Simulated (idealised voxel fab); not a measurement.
process module | voxel spacer lines
cross-section cut | 295 nm wide | cells 5 nm
A cross-section is a grid of square cells, given in bands from the top down. A band is one or more rows of cells.
Each band's line starts with the height of the band's top and of its bottom, in nm. Then come its materials from left to right, each with its width in nm. One material with "throughout" fills the band from edge to edge. "air" is empty space.
Height 0 is the level under which the wafer as received is all one material. The lowest band goes on downwards, as in "0 down".
A width such as "30 to 40" changes by the same amount from each row of cells to the next, from the band's top row to its bottom row.
"no change" after a step means that no cell of the cross-section changed.
closed voids: empty space of 8 cells or more with no open way to the top, each as width x height at its distance from the left edge, in nm
after a step's settings: what the simulator itself notes on the step
overlay nm, on a step with a mask: how far to the right of its planned place the mask lay; to the left if negative
plan
1 op RECEIVE | material Si
2 op CONFORMAL_DEP | material Al2O3 | thk nm 5
3 op DIRECTIONAL_DEP | material polySi | thk nm 10
4 op DIRECTIONAL_DEP | material aC | thk nm 25
5 op PATTERN | tone cover | mask id MANDREL | material resist | width nm 20 | pitch nm 60 | thk nm 35 | overlay nm 0
6 op DIRECTIONAL_ETCH | etch materials aC | depth nm 25
7 op STRIP | etch materials resist
8 op CONFORMAL_DEP | material SiO2 | thk nm 10
9 op DIRECTIONAL_ETCH | etch materials SiO2 | depth nm 10
10 op STRIP | etch materials aC
11 op DIRECTIONAL_ETCH | etch materials polySi | depth nm 10
12 op STRIP | etch materials SiO2
13 op FILL_DEP | material lowk | thk nm 5
14 op CMP | height nm 5
varied across the wafers: height nm of step 14. The plan shows the first wafer's value. All wafers start alike
first wafer as received, after step 1
  0 down: Si throughout
  closed voids: none
first wafer at the end, after step 14
  5 to 0: Al2O3 throughout
  0 down: Si throughout
  closed voids: none
last wafer at the end
  20 to 15: lowk throughout
  15 to 5: lowk 65 | polySi 10 | lowk 20 | polySi 10 | lowk 20 | polySi 10 | lowk 20 | polySi 10 | lowk 20 | polySi 10 | lowk 20 | polySi 10 | lowk 70
  5 to 0: Al2O3 throughout
  0 down: Si throughout
  closed voids: none
each wafer at the end: cells of each material gained (+) or lost (-) since it was received, then its closed voids
height nm 5 | +59 Al2O3 | closed voids: none
height nm 10 | +59 Al2O3 | +47 lowk | +12 polySi | closed voids: none
height nm 15 | +59 Al2O3 | +94 lowk | +24 polySi | closed voids: none
height nm 20 | +59 Al2O3 | +153 lowk | +24 polySi | closed voids: none
